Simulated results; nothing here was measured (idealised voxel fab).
Herein follows the process module entitled voxel capacitor over wiring.
Pictured: cross-section cut, 270 nm wide, on a grid of 5 nm square cells.
In this document a cross-section is written as a grid of square cells. It is given as a series of bands, listed from the top down, and a band is one or more rows of cells. First you get the band's top height and its bottom height, in nm, and then the materials it's made of, left to right, with each width in nm. If you see a single material with "full width", that one covers the band edge to edge. "blank" is empty space. Where do heights start? At 0: under that level the wafer as delivered is made of one material only. And the lowest band has no floor; it just carries on downward, as in "0 down". The notation "30->40" denotes a width that varies across the rows of cells in the band, beginning at the first number in the top row, finishing at the second number in the bottom row, and changing by an identical amount from each row to the next. What does "nothing got changed" mean for a step? It means no cell of the cross-section changed in that step. Each empty space that has no open way to the top and spans at least 8 cells appears under "Closed void register" as width x height at distance, the distance counted from the left edge, all in nm. Past the settings on a step's line: simulator remark, on that step. "overlay nm" denotes, for a step that has a mask, the displacement of the mask to the right of its planned place, with negative values corresponding to the left. For the reader: what remains of this document is a series of pairs, each showing a cross-section before one process step and a cross-section after that step which reaches down only to the lowest band that changed, with the step between them and its settings set out under the pair. It should not be assumed that a pair continues from the pair above it; the pairs can come from different runs of this module on the same starting wafer, and such continuity exists only where the entry headed "Before processing" says so.
Before processing:
0 down: Si full width
Closed void register: none
Structure After Step:
15 to 0: SiO2 full width
Below 0 it's all the same as before, nothing changed down there.
Closed void register: none
The process step separating the two cross-sections depicted above is as follows: CONFORMAL_DEP with material SiO2, thk nm 15
Before processing: Please consult the pair immediately above; the cross-section it shows after its step is the state before this step.
Structure After Step:
20 to 15: SiCN full width
Below 15 it's all the same as before, nothing changed down there.
Closed void register: none
The process step separating the two cross-sections depicted above is as follows: CONFORMAL_DEP with material SiCN, thk nm 5
Before processing: Please consult the pair immediately above; the cross-section it shows after its step is the state before this step.
Structure After Step:
35 to 20: SiO2 full width
Below 20 it's all the same as before, nothing changed down there.
Closed void register: none
The process step separating the two cross-sections depicted above is as follows: DIRECTIONAL_DEP with material SiO2, thk nm 15
Before processing: Please consult the pair immediately above; the cross-section it shows after its step is the state before this step.
Structure After Step:
45 to 35: aC full width
Below 35 it's all the same as before, nothing changed down there.
Closed void register: none
The process step separating the two cross-sections depicted above is as follows: DIRECTIONAL_DEP with material aC, thk nm 10
Before processing: Please consult the pair immediately above; the cross-section it shows after its step is the state before this step.
Structure After Step:
70 to 45: resist 75; blank 25; resist 65; blank 25; resist 80
Below 45 it's all the same as before, nothing changed down there.
Closed void register: none
The process step separating the two cross-sections depicted above is as follows: PATTERN with tone open, mask id METAL_1, material resist, width nm 25, pitch nm 90, thk nm 25, overlay nm 0
Before processing: Please consult the pair immediately above; the cross-section it shows after its step is the state before this step.
Structure After Step:
60 to 45: resist 75; blank 25; resist 65; blank 25; resist 80
45 to 35: aC 75; blank 25; aC 65; blank 25; aC 80
Below 35 it's all the same as before, nothing changed down there.
Closed void register: none
The process step separating the two cross-sections depicted above is as follows: DIRECTIONAL_ETCH with etch materials aC, depth nm 10
Before processing: Please consult the pair immediately above; the cross-section it shows after its step is the state before this step.
Structure After Step:
45 to 35: aC 75; blank 25; aC 65; blank 25; aC 80
Below 35 it's all the same as before, nothing changed down there.
Closed void register: none
The process step separating the two cross-sections depicted above is as follows: STRIP with etch materials resist
Before processing: Please consult the pair immediately above; the cross-section it shows after its step is the state before this step.
Structure After Step:
45 to 35: aC 75; blank 25; aC 65; blank 25; aC 80
35 to 20: SiO2 75; blank 25; SiO2 65; blank 25; SiO2 80
Below 20 it's all the same as before, nothing changed down there.
Closed void register: none
The process step separating the two cross-sections depicted above is as follows: DIRECTIONAL_ETCH with etch materials SiO2, depth nm 15
Before processing: Please consult the pair immediately above; the cross-section it shows after its step is the state before this step.
Structure After Step:
45 to 35: aC 75; blank 25; aC 65; blank 25; aC 80
35 to 20: SiO2 75; blank 25; SiO2 65; blank 25; SiO2 80
20 to 15: SiCN 75; blank 25; SiCN 65; blank 25; SiCN 80
Below 15 it's all the same as before, nothing changed down there.
Closed void register: none
The process step separating the two cross-sections depicted above is as follows: DIRECTIONAL_ETCH with etch materials SiCN, depth nm 5
Before processing: Please consult the pair immediately above; the cross-section it shows after its step is the state before this step.
Structure After Step:
35 to 20: SiO2 75; blank 25; SiO2 65; blank 25; SiO2 80
Below 20 it's all the same as before, nothing changed down there.
Closed void register: none
The process step separating the two cross-sections depicted above is as follows: STRIP with etch materials aC
Before processing: Please consult the pair immediately above; the cross-section it shows after its step is the state before this step.
Structure After Step:
40 to 35: TiN 80; blank 15; TiN 75; blank 15; TiN 85
35 to 20: SiO2 75; TiN 5; blank 15; TiN 5; SiO2 65; TiN 5; blank 15; TiN 5; SiO2 80
20 to 15: SiCN 75; TiN 25; SiCN 65; TiN 25; SiCN 80
Below 15 it's all the same as before, nothing changed down there.
Closed void register: none
The process step separating the two cross-sections depicted above is as follows: CONFORMAL_DEP with material TiN, thk nm 5
Before processing: Please consult the pair immediately above; the cross-section it shows after its step is the state before this step.
Structure After Step:
45 to 40: Ru full width
40 to 35: TiN 80; Ru 15; TiN 75; Ru 15; TiN 85
35 to 20: SiO2 75; TiN 5; Ru 15; TiN 5; SiO2 65; TiN 5; Ru 15; TiN 5; SiO2 80
Below 20 it's all the same as before, nothing changed down there.
Closed void register: none
The process step separating the two cross-sections depicted above is as follows: FILL_DEP with material Ru, thk nm 5
Before processing: Please consult the pair immediately above; the cross-section it shows after its step is the state before this step.
Structure After Step:
35 to 20: SiO2 75; TiN 5; Ru 15; TiN 5; SiO2 65; TiN 5; Ru 15; TiN 5; SiO2 80
Below 20 it's all the same as before, nothing changed down there.
Closed void register: none
The process step separating the two cross-sections depicted above is as follows: CMP with height nm 35
Before processing: Please consult the pair immediately above; the cross-section it shows after its step is the state before this step.
Structure After Step:
40 to 35: SiCN full width
Below 35 it's all the same as before, nothing changed down there.
Closed void register: none
The process step separating the two cross-sections depicted above is as follows: CONFORMAL_DEP with material SiCN, thk nm 5
Before processing: Please consult the pair immediately above; the cross-section it shows after its step is the state before this step.
Structure After Step:
60 to 40: SiO2 full width
Below 40 it's all the same as before, nothing changed down there.
Closed void register: none
The process step separating the two cross-sections depicted above is as follows: DIRECTIONAL_DEP with material SiO2, thk nm 20
Before processing: Please consult the pair immediately above; the cross-section it shows after its step is the state before this step.
Structure After Step:
60 to 40: SiO2 85; blank 15; SiO2 170
Below 40 it's all the same as before, nothing changed down there.
Closed void register: none
The process step separating the two cross-sections depicted above is as follows: MASKED_ETCH with tone open, mask id PLUG_1, width nm 15, etch materials SiO2, depth nm 20, overlay nm 0
Before processing: Please consult the pair immediately above; the cross-section it shows after its step is the state before this step.
Structure After Step:
60 to 40: SiO2 85; blank 15; SiO2 170
40 to 35: SiCN 85; blank 15; SiCN 170
Below 35 it's all the same as before, nothing changed down there.
Closed void register: none
The process step separating the two cross-sections depicted above is as follows: MASKED_ETCH with tone open, mask id PLUG_1, width nm 15, etch materials SiCN, depth nm 5, overlay nm 0
Before processing: Please consult the pair immediately above; the cross-section it shows after its step is the state before this step.
Structure After Step:
65 to 60: TiN 90; blank 5; TiN 175
60 to 40: SiO2 85; TiN 5; blank 5; TiN 5; SiO2 170
40 to 35: SiCN 85; TiN 15; SiCN 170
Below 35 it's all the same as before, nothing changed down there.
Closed void register: none
The process step separating the two cross-sections depicted above is as follows: CONFORMAL_DEP with material TiN, thk nm 5
Before processing: Please consult the pair immediately above; the cross-section it shows after its step is the state before this step.
Structure After Step:
70 to 65: Cu full width
65 to 60: TiN 90; Cu 5; TiN 175
60 to 40: SiO2 85; TiN 5; Cu 5; TiN 5; SiO2 170
Below 40 it's all the same as before, nothing changed down there.
Closed void register: none
The process step separating the two cross-sections depicted above is as follows: FILL_DEP with material Cu, thk nm 5
Before processing: Please consult the pair immediately above; the cross-section it shows after its step is the state before this step.
Structure After Step:
60 to 40: SiO2 85; TiN 5; Cu 5; TiN 5; SiO2 170
Below 40 it's all the same as before, nothing changed down there.
Closed void register: none
The process step separating the two cross-sections depicted above is as follows: CMP with height nm 60
Before processing: Please consult the pair immediately above; the cross-section it shows after its step is the state before this step.
Structure After Step:
70 to 60: TiN full width
Below 60 it's all the same as before, nothing changed down there.
Closed void register: none
The process step separating the two cross-sections depicted above is as follows: DIRECTIONAL_DEP with material TiN, thk nm 10
Before processing: Please consult the pair immediately above; the cross-section it shows after its step is the state before this step.
Structure After Step:
75 to 70: HfO2 full width
Below 70 it's all the same as before, nothing changed down there.
Closed void register: none
The process step separating the two cross-sections depicted above is as follows: DIRECTIONAL_DEP with material HfO2, thk nm 5
Before processing: Please consult the pair immediately above; the cross-section it shows after its step is the state before this step.
Structure After Step:
80 to 75: TiN full width
Below 75 it's all the same as before, nothing changed down there.
Closed void register: none
The process step separating the two cross-sections depicted above is as follows: DIRECTIONAL_DEP with material TiN, thk nm 5
Before processing: Please consult the pair immediately above; the cross-section it shows after its step is the state before this step.
Structure After Step:
90 to 80: aC full width
Below 80 it's all the same as before, nothing changed down there.
Closed void register: none
The process step separating the two cross-sections depicted above is as follows: DIRECTIONAL_DEP with material aC, thk nm 10
Before processing: Please consult the pair immediately above; the cross-section it shows after its step is the state before this step.
Structure After Step:
115 to 90: blank 85; resist 70; blank 115
Below 90 it's all the same as before, nothing changed down there.
Closed void register: none
The process step separating the two cross-sections depicted above is as follows: PATTERN with tone cover, mask id UPPER_PLATE, material resist, width nm 70, thk nm 25, overlay nm 0
Before processing: Please consult the pair immediately above; the cross-section it shows after its step is the state before this step.
Structure After Step:
105 to 90: blank 85; resist 70; blank 115
90 to 80: blank 85; aC 70; blank 115
Below 80 it's all the same as before, nothing changed down there.
Closed void register: none
The process step separating the two cross-sections depicted above is as follows: DIRECTIONAL_ETCH with etch materials aC, depth nm 10
Before processing: Please consult the pair immediately above; the cross-section it shows after its step is the state before this step.
Structure After Step:
90 to 80: blank 85; aC 70; blank 115
Below 80 it's all the same as before, nothing changed down there.
Closed void register: none
The process step separating the two cross-sections depicted above is as follows: STRIP with etch materials resist
Before processing: Please consult the pair immediately above; the cross-section it shows after its step is the state before this step.
Structure After Step:
90 to 80: blank 85; aC 70; blank 115
80 to 75: blank 85; TiN 70; blank 115
Below 75 it's all the same as before, nothing changed down there.
Closed void register: none
The process step separating the two cross-sections depicted above is as follows: DIRECTIONAL_ETCH with etch materials TiN, depth nm 5
Before processing: Please consult the pair immediately above; the cross-section it shows after its step is the state before this step.
Structure After Step:
90 to 80: blank 85; aC 70; blank 115
80 to 75: blank 85; TiN 70; blank 115
75 to 70: blank 85; HfO2 70; blank 115
Below 70 it's all the same as before, nothing changed down there.
Closed void register: none
The process step separating the two cross-sections depicted above is as follows: DIRECTIONAL_ETCH with etch materials HfO2, depth nm 5
Before processing: Please consult the pair immediately above; the cross-section it shows after its step is the state before this step.
Structure After Step:
80 to 75: blank 85; TiN 70; blank 115
Below 75 it's all the same as before, nothing changed down there.
Closed void register: none
The process step separating the two cross-sections depicted above is as follows: STRIP with etch materials aC
Before processing: Please consult the pair immediately above; the cross-section it shows after its step is the state before this step.
Structure After Step:
95 to 85: blank 85; aC 70; blank 115
85 to 80: aC full width
80 to 75: aC 85; TiN 70; aC 115
75 to 70: aC 85; HfO2 70; aC 115
Below 70 it's all the same as before, nothing changed down there.
Closed void register: none
The process step separating the two cross-sections depicted above is as follows: DIRECTIONAL_DEP with material aC, thk nm 15
Before processing: Please consult the pair immediately above; the cross-section it shows after its step is the state before this step.
Structure After Step:
125 to 95: blank 80; resist 80; blank 110
95 to 85: blank 80; resist 5; aC 70; resist 5; blank 110
Below 85 it's all the same as before, nothing changed down there.
Closed void register: none
The process step separating the two cross-sections depicted above is as follows: PATTERN with tone cover, mask id LOWER_PLATE, material resist, width nm 80, thk nm 30, overlay nm 0
Before processing: Please consult the pair immediately above; the cross-section it shows after its step is the state before this step.
Structure After Step:
110 to 95: blank 80; resist 80; blank 110
95 to 85: blank 80; resist 5; aC 70; resist 5; blank 110
85 to 80: blank 80; aC 80; blank 110
80 to 75: blank 80; aC 5; TiN 70; aC 5; blank 110
75 to 70: blank 80; aC 5; HfO2 70; aC 5; blank 110
Below 70 it's all the same as before, nothing changed down there.
Closed void register: none
The process step separating the two cross-sections depicted above is as follows: DIRECTIONAL_ETCH with etch materials aC, depth nm 15
Before processing: Please consult the pair immediately above; the cross-section it shows after its step is the state before this step.
Structure After Step:
95 to 85: blank 85; aC 70; blank 115
Below 85 it's all the same as before, nothing changed down there.
Closed void register: none
The process step separating the two cross-sections depicted above is as follows: STRIP with etch materials resist
Before processing: Please consult the pair immediately above; the cross-section it shows after its step is the state before this step.
Structure After Step:
95 to 85: blank 85; aC 70; blank 115
85 to 80: blank 80; aC 80; blank 110
80 to 75: blank 80; aC 5; TiN 70; aC 5; blank 110
75 to 70: blank 80; aC 5; HfO2 70; aC 5; blank 110
70 to 60: blank 80; TiN 80; blank 110
Below 60 it's all the same as before, nothing changed down there.
Closed void register: none
The process step separating the two cross-sections depicted above is as follows: DIRECTIONAL_ETCH with etch materials TiN, depth nm 10
Before processing: Please consult the pair immediately above; the cross-section it shows after its step is the state before this step.
Structure After Step:
80 to 75: blank 85; TiN 70; blank 115
75 to 70: blank 85; HfO2 70; blank 115
Below 70 it's all the same as before, nothing changed down there.
Closed void register: none
The process step separating the two cross-sections depicted above is as follows: STRIP with etch materials aC
Before processing: Please consult the pair immediately above; the cross-section it shows after its step is the state before this step.
Structure After Step:
100 to 80: SiO2 full width
80 to 75: SiO2 85; TiN 70; SiO2 115
75 to 70: SiO2 85; HfO2 70; SiO2 115
70 to 60: SiO2 80; TiN 80; SiO2 110
Below 60 it's all the same as before, nothing changed down there.
Closed void register: none
The process step separating the two cross-sections depicted above is as follows: FILL_DEP with material SiO2, thk nm 20
Before processing: Please consult the pair immediately above; the cross-section it shows after its step is the state before this step.
Structure After Step:
95 to 80: SiO2 full width
Below 80 it's all the same as before, nothing changed down there.
Closed void register: none
The process step separating the two cross-sections depicted above is as follows: CMP with height nm 95
Before processing: Please consult the pair immediately above; the cross-section it shows after its step is the state before this step.
Structure After Step:
95 to 80: SiO2 95; blank 15; SiO2 160
Below 80 it's all the same as before, nothing changed down there.
Closed void register: none
The process step separating the two cross-sections depicted above is as follows: MASKED_ETCH with tone open, mask id PLUG_2, width nm 15, etch materials SiO2, depth nm 15, overlay nm 0
Before processing: Please consult the pair immediately above; the cross-section it shows after its step is the state before this step.
Structure After Step:
100 to 95: TiN 100; blank 5; TiN 165
95 to 85: SiO2 95; TiN 5; blank 5; TiN 5; SiO2 160
85 to 75: SiO2 95->85; TiN 15->70; SiO2 160->115
Below 75 it's all the same as before, nothing changed down there.
Closed void register: none
The process step separating the two cross-sections depicted above is as follows: CONFORMAL_DEP with material TiN, thk nm 5
Before processing: Please consult the pair immediately above; the cross-section it shows after its step is the state before this step.
Structure After Step:
105 to 100: W full width
100 to 95: TiN 100; W 5; TiN 165
95 to 85: SiO2 95; TiN 5; W 5; TiN 5; SiO2 160
Below 85 it's all the same as before, nothing changed down there.
Closed void register: none
The process step separating the two cross-sections depicted above is as follows: FILL_DEP with material W, thk nm 5
Before processing: Please consult the pair immediately above; the cross-section it shows after its step is the state before this step.
Structure After Step:
95 to 85: SiO2 95; TiN 5; W 5; TiN 5; SiO2 160
Below 85 it's all the same as before, nothing changed down there.
Closed void register: none
The process step separating the two cross-sections depicted above is as follows: CMP with height nm 95
Before processing: Please consult the pair immediately above; the cross-section it shows after its step is the state before this step.
Structure After Step:
100 to 95: SiCN full width
Below 95 it's all the same as before, nothing changed down there.
Closed void register: none
The process step separating the two cross-sections depicted above is as follows: CONFORMAL_DEP with material SiCN, thk nm 5
Before processing:
15 to 0: SiO2 full width
0 down: Si full width
Closed void register: none
Structure After Step:
30 to 0: SiO2 full width
Below 0 it's all the same as before, nothing changed down there.
Closed void register: none
The process step separating the two cross-sections depicted above is as follows: DIRECTIONAL_DEP with material SiO2, thk nm 15
Before processing: Please consult the pair immediately above; the cross-section it shows after its step is the state before this step.
Structure After Step:
40 to 30: aC full width
Below 30 it's all the same as before, nothing changed down there.
Closed void register: none
The process step separating the two cross-sections depicted above is as follows: DIRECTIONAL_DEP with material aC, thk nm 10
Before processing: Please consult the pair immediately above; the cross-section it shows after its step is the state before this step.
Structure After Step:
65 to 40: resist 75; blank 25; resist 65; blank 25; resist 80
Below 40 it's all the same as before, nothing changed down there.
Closed void register: none
The process step separating the two cross-sections depicted above is as follows: PATTERN with tone open, mask id METAL_1, material resist, width nm 25, pitch nm 90, thk nm 25, overlay nm 0
Before processing: Please consult the pair immediately above; the cross-section it shows after its step is the state before this step.
Structure After Step:
55 to 40: resist 75; blank 25; resist 65; blank 25; resist 80
40 to 30: aC 75; blank 25; aC 65; blank 25; aC 80
Below 30 it's all the same as before, nothing changed down there.
Closed void register: none
The process step separating the two cross-sections depicted above is as follows: DIRECTIONAL_ETCH with etch materials aC, depth nm 10
Before processing: Please consult the pair immediately above; the cross-section it shows after its step is the state before this step.
Structure After Step:
40 to 30: aC 75; blank 25; aC 65; blank 25; aC 80
Below 30 it's all the same as before, nothing changed down there.
Closed void register: none
The process step separating the two cross-sections depicted above is as follows: STRIP with etch materials resist
Before processing: Please consult the pair immediately above; the cross-section it shows after its step is the state before this step.
Structure After Step:
40 to 30: aC 75; blank 25; aC 65; blank 25; aC 80
30 to 15: SiO2 75; blank 25; SiO2 65; blank 25; SiO2 80
Below 15 it's all the same as before, nothing changed down there.
Closed void register: none
The process step separating the two cross-sections depicted above is as follows: DIRECTIONAL_ETCH with etch materials SiO2, depth nm 15
Before processing: Please consult the pair immediately above; the cross-section it shows after its step is the state before this step.
Structure After Step:
30 to 15: SiO2 75; blank 25; SiO2 65; blank 25; SiO2 80
Below 15 it's all the same as before, nothing changed down there.
Closed void register: none
The process step separating the two cross-sections depicted above is as follows: STRIP with etch materials aC
Before processing: Please consult the pair immediately above; the cross-section it shows after its step is the state before this step.
Structure After Step:
35 to 30: TiN 80; blank 15; TiN 75; blank 15; TiN 85
30 to 20: SiO2 75; TiN 5; blank 15; TiN 5; SiO2 65; TiN 5; blank 15; TiN 5; SiO2 80
20 to 15: SiO2 75; TiN 25; SiO2 65; TiN 25; SiO2 80
Below 15 it's all the same as before, nothing changed down there.
Closed void register: none
The process step separating the two cross-sections depicted above is as follows: CONFORMAL_DEP with material TiN, thk nm 5
Before processing: Please consult the pair immediately above; the cross-section it shows after its step is the state before this step.
Structure After Step:
40 to 35: Ru full width
35 to 30: TiN 80; Ru 15; TiN 75; Ru 15; TiN 85
30 to 20: SiO2 75; TiN 5; Ru 15; TiN 5; SiO2 65; TiN 5; Ru 15; TiN 5; SiO2 80
Below 20 it's all the same as before, nothing changed down there.
Closed void register: none
The process step separating the two cross-sections depicted above is as follows: FILL_DEP with material Ru, thk nm 5
Before processing: Please consult the pair immediately above; the cross-section it shows after its step is the state before this step.
Structure After Step:
35 to 30: TiN 80; Ru 15; TiN 75; Ru 15; TiN 85
Below 30 it's all the same as before, nothing changed down there.
Closed void register: none
The process step separating the two cross-sections depicted above is as follows: CMP with height nm 35
Before processing: Please consult the pair immediately above; the cross-section it shows after its step is the state before this step.
Structure After Step:
40 to 35: SiCN full width
Below 35 it's all the same as before, nothing changed down there.
Closed void register: none
The process step separating the two cross-sections depicted above is as follows: CONFORMAL_DEP with material SiCN, thk nm 5
Before processing: Please consult the pair immediately above; the cross-section it shows after its step is the state before this step.
Structure After Step:
60 to 40: SiO2 full width
Below 40 it's all the same as before, nothing changed down there.
Closed void register: none
The process step separating the two cross-sections depicted above is as follows: DIRECTIONAL_DEP with material SiO2, thk nm 20
Before processing: Please consult the pair immediately above; the cross-section it shows after its step is the state before this step.
Structure After Step:
60 to 40: SiO2 85; blank 15; SiO2 170
Below 40 it's all the same as before, nothing changed down there.
Closed void register: none
The process step separating the two cross-sections depicted above is as follows: MASKED_ETCH with tone open, mask id PLUG_1, width nm 15, etch materials SiO2, depth nm 20, overlay nm 0
Before processing: Please consult the pair immediately above; the cross-section it shows after its step is the state before this step.
Structure After Step:
60 to 40: SiO2 85; blank 15; SiO2 170
40 to 35: SiCN 85; blank 15; SiCN 170
Below 35 it's all the same as before, nothing changed down there.
Closed void register: none
The process step separating the two cross-sections depicted above is as follows: MASKED_ETCH with tone open, mask id PLUG_1, width nm 15, etch materials SiCN, depth nm 5, overlay nm 0
Before processing: Please consult the pair immediately above; the cross-section it shows after its step is the state before this step.
Structure After Step:
65 to 60: TiN 90; blank 5; TiN 175
60 to 40: SiO2 85; TiN 5; blank 5; TiN 5; SiO2 170
40 to 35: SiCN 85; TiN 15; SiCN 170
Below 35 it's all the same as before, nothing changed down there.
Closed void register: none
The process step separating the two cross-sections depicted above is as follows: CONFORMAL_DEP with material TiN, thk nm 5
Before processing: Please consult the pair immediately above; the cross-section it shows after its step is the state before this step.
Structure After Step:
70 to 65: Cu full width
65 to 60: TiN 90; Cu 5; TiN 175
60 to 40: SiO2 85; TiN 5; Cu 5; TiN 5; SiO2 170
Below 40 it's all the same as before, nothing changed down there.
Closed void register: none
The process step separating the two cross-sections depicted above is as follows: FILL_DEP with material Cu, thk nm 5
Before processing: Please consult the pair immediately above; the cross-section it shows after its step is the state before this step.
Structure After Step:
60 to 40: SiO2 85; TiN 5; Cu 5; TiN 5; SiO2 170
Below 40 it's all the same as before, nothing changed down there.
Closed void register: none
The process step separating the two cross-sections depicted above is as follows: CMP with height nm 60
Before processing: Please consult the pair immediately above; the cross-section it shows after its step is the state before this step.
Structure After Step:
70 to 60: TiN full width
Below 60 it's all the same as before, nothing changed down there.
Closed void register: none
The process step separating the two cross-sections depicted above is as follows: DIRECTIONAL_DEP with material TiN, thk nm 10
Before processing: Please consult the pair immediately above; the cross-section it shows after its step is the state before this step.
Structure After Step:
75 to 70: HfO2 full width
Below 70 it's all the same as before, nothing changed down there.
Closed void register: none
The process step separating the two cross-sections depicted above is as follows: DIRECTIONAL_DEP with material HfO2, thk nm 5
Before processing: Please consult the pair immediately above; the cross-section it shows after its step is the state before this step.
Structure After Step:
80 to 75: TiN full width
Below 75 it's all the same as before, nothing changed down there.
Closed void register: none
The process step separating the two cross-sections depicted above is as follows: DIRECTIONAL_DEP with material TiN, thk nm 5
Before processing: Please consult the pair immediately above; the cross-section it shows after its step is the state before this step.
Structure After Step:
90 to 80: aC full width
Below 80 it's all the same as before, nothing changed down there.
Closed void register: none
The process step separating the two cross-sections depicted above is as follows: DIRECTIONAL_DEP with material aC, thk nm 10
Before processing: Please consult the pair immediately above; the cross-section it shows after its step is the state before this step.
Structure After Step:
115 to 90: blank 85; resist 70; blank 115
Below 90 it's all the same as before, nothing changed down there.
Closed void register: none
The process step separating the two cross-sections depicted above is as follows: PATTERN with tone cover, mask id UPPER_PLATE, material resist, width nm 70, thk nm 25, overlay nm 0
Before processing: Please consult the pair immediately above; the cross-section it shows after its step is the state before this step.
Structure After Step:
105 to 90: blank 85; resist 70; blank 115
90 to 80: blank 85; aC 70; blank 115
Below 80 it's all the same as before, nothing changed down there.
Closed void register: none
The process step separating the two cross-sections depicted above is as follows: DIRECTIONAL_ETCH with etch materials aC, depth nm 10
Before processing: Please consult the pair immediately above; the cross-section it shows after its step is the state before this step.
Structure After Step:
90 to 80: blank 85; aC 70; blank 115
Below 80 it's all the same as before, nothing changed down there.
Closed void register: none
The process step separating the two cross-sections depicted above is as follows: STRIP with etch materials resist
Before processing: Please consult the pair immediately above; the cross-section it shows after its step is the state before this step.
Structure After Step:
90 to 80: blank 85; aC 70; blank 115
80 to 75: blank 85; TiN 70; blank 115
Below 75 it's all the same as before, nothing changed down there.
Closed void register: none
The process step separating the two cross-sections depicted above is as follows: DIRECTIONAL_ETCH with etch materials TiN, depth nm 5
Before processing: Please consult the pair immediately above; the cross-section it shows after its step is the state before this step.
Structure After Step:
90 to 80: blank 85; aC 70; blank 115
80 to 75: blank 85; TiN 70; blank 115
75 to 70: blank 85; HfO2 70; blank 115
Below 70 it's all the same as before, nothing changed down there.
Closed void register: none
The process step separating the two cross-sections depicted above is as follows: DIRECTIONAL_ETCH with etch materials HfO2, depth nm 5
Before processing: Please consult the pair immediately above; the cross-section it shows after its step is the state before this step.
Structure After Step:
80 to 75: blank 85; TiN 70; blank 115
Below 75 it's all the same as before, nothing changed down there.
Closed void register: none
The process step separating the two cross-sections depicted above is as follows: STRIP with etch materials aC
Before processing: Please consult the pair immediately above; the cross-section it shows after its step is the state before this step.
Structure After Step:
95 to 85: blank 85; aC 70; blank 115
85 to 80: aC full width
80 to 75: aC 85; TiN 70; aC 115
75 to 70: aC 85; HfO2 70; aC 115
Below 70 it's all the same as before, nothing changed down there.
Closed void register: none
The process step separating the two cross-sections depicted above is as follows: DIRECTIONAL_DEP with material aC, thk nm 15
Before processing: Please consult the pair immediately above; the cross-section it shows after its step is the state before this step.
Structure After Step:
125 to 95: blank 80; resist 80; blank 110
95 to 85: blank 80; resist 5; aC 70; resist 5; blank 110
Below 85 it's all the same as before, nothing changed down there.
Closed void register: none
The process step separating the two cross-sections depicted above is as follows: PATTERN with tone cover, mask id LOWER_PLATE, material resist, width nm 80, thk nm 30, overlay nm 0
Before processing: Please consult the pair immediately above; the cross-section it shows after its step is the state before this step.
Structure After Step:
110 to 95: blank 80; resist 80; blank 110
95 to 85: blank 80; resist 5; aC 70; resist 5; blank 110
85 to 80: blank 80; aC 80; blank 110
80 to 75: blank 80; aC 5; TiN 70; aC 5; blank 110
75 to 70: blank 80; aC 5; HfO2 70; aC 5; blank 110
Below 70 it's all the same as before, nothing changed down there.
Closed void register: none
The process step separating the two cross-sections depicted above is as follows: DIRECTIONAL_ETCH with etch materials aC, depth nm 15
Before processing: Please consult the pair immediately above; the cross-section it shows after its step is the state before this step.
Structure After Step:
95 to 85: blank 85; aC 70; blank 115
Below 85 it's all the same as before, nothing changed down there.
Closed void register: none
The process step separating the two cross-sections depicted above is as follows: STRIP with etch materials resist
Before processing: Please consult the pair immediately above; the cross-section it shows after its step is the state before this step.
Structure After Step:
95 to 85: blank 85; aC 70; blank 115
85 to 80: blank 80; aC 80; blank 110
80 to 75: blank 80; aC 5; TiN 70; aC 5; blank 110
75 to 70: blank 80; aC 5; HfO2 70; aC 5; blank 110
70 to 60: blank 80; TiN 80; blank 110
Below 60 it's all the same as before, nothing changed down there.
Closed void register: none
The process step separating the two cross-sections depicted above is as follows: DIRECTIONAL_ETCH with etch materials TiN, depth nm 10
Before processing: Please consult the pair immediately above; the cross-section it shows after its step is the state before this step.
Structure After Step:
80 to 75: blank 85; TiN 70; blank 115
75 to 70: blank 85; HfO2 70; blank 115
Below 70 it's all the same as before, nothing changed down there.
Closed void register: none
The process step separating the two cross-sections depicted above is as follows: STRIP with etch materials aC
Before processing: Please consult the pair immediately above; the cross-section it shows after its step is the state before this step.
Structure After Step:
100 to 80: SiO2 full width
80 to 75: SiO2 85; TiN 70; SiO2 115
75 to 70: SiO2 85; HfO2 70; SiO2 115
70 to 60: SiO2 80; TiN 80; SiO2 110
Below 60 it's all the same as before, nothing changed down there.
Closed void register: none
The process step separating the two cross-sections depicted above is as follows: FILL_DEP with material SiO2, thk nm 20
Before processing: Please consult the pair immediately above; the cross-section it shows after its step is the state before this step.
Structure After Step:
95 to 80: SiO2 full width
Below 80 it's all the same as before, nothing changed down there.
Closed void register: none
The process step separating the two cross-sections depicted above is as follows: CMP with height nm 95
Before processing: Please consult the pair immediately above; the cross-section it shows after its step is the state before this step.
Structure After Step:
95 to 80: SiO2 95; blank 15; SiO2 160
Below 80 it's all the same as before, nothing changed down there.
Closed void register: none
The process step separating the two cross-sections depicted above is as follows: MASKED_ETCH with tone open, mask id PLUG_2, width nm 15, etch materials SiO2, depth nm 15, overlay nm 0
Before processing: Please consult the pair immediately above; the cross-section it shows after its step is the state before this step.
Structure After Step:
100 to 95: TiN 100; blank 5; TiN 165
95 to 85: SiO2 95; TiN 5; blank 5; TiN 5; SiO2 160
85 to 75: SiO2 95->85; TiN 15->70; SiO2 160->115
Below 75 it's all the same as before, nothing changed down there.
Closed void register: none
The process step separating the two cross-sections depicted above is as follows: CONFORMAL_DEP with material TiN, thk nm 5
Before processing: Please consult the pair immediately above; the cross-section it shows after its step is the state before this step.
Structure After Step:
105 to 100: W full width
100 to 95: TiN 100; W 5; TiN 165
95 to 85: SiO2 95; TiN 5; W 5; TiN 5; SiO2 160
Below 85 it's all the same as before, nothing changed down there.
Closed void register: none
The process step separating the two cross-sections depicted above is as follows: FILL_DEP with material W, thk nm 5
Before processing: Please consult the pair immediately above; the cross-section it shows after its step is the state before this step.
Structure After Step:
95 to 85: SiO2 95; TiN 5; W 5; TiN 5; SiO2 160
Below 85 it's all the same as before, nothing changed down there.
Closed void register: none
The process step separating the two cross-sections depicted above is as follows: CMP with height nm 95
Before processing: Please consult the pair immediately above; the cross-section it shows after its step is the state before this step.
Structure After Step:
100 to 95: SiCN full width
Below 95 it's all the same as before, nothing changed down there.
Closed void register: none
The process step separating the two cross-sections depicted above is as follows: CONFORMAL_DEP with material SiCN, thk nm 5
Before processing:
0 down: Si full width
Closed void register: none
Structure After Step:
5 to 0: SiCN full width
Below 0 it's all the same as before, nothing changed down there.
Closed void register: none
The process step separating the two cross-sections depicted above is as follows: CONFORMAL_DEP with material SiCN, thk nm 5
Before processing: Please consult the pair immediately above; the cross-section it shows after its step is the state before this step.
Structure After Step:
20 to 5: SiO2 full width
Below 5 it's all the same as before, nothing changed down there.
Closed void register: none
The process step separating the two cross-sections depicted above is as follows: CONFORMAL_DEP with material SiO2, thk nm 15
Before processing: Please consult the pair immediately above; the cross-section it shows after its step is the state before this step.
Structure After Step:
35 to 5: SiO2 full width
Below 5 it's all the same as before, nothing changed down there.
Closed void register: none
The process step separating the two cross-sections depicted above is as follows: DIRECTIONAL_DEP with material SiO2, thk nm 15
Before processing: Please consult the pair immediately above; the cross-section it shows after its step is the state before this step.
Structure After Step:
45 to 35: aC full width
Below 35 it's all the same as before, nothing changed down there.
Closed void register: none
The process step separating the two cross-sections depicted above is as follows: DIRECTIONAL_DEP with material aC, thk nm 10
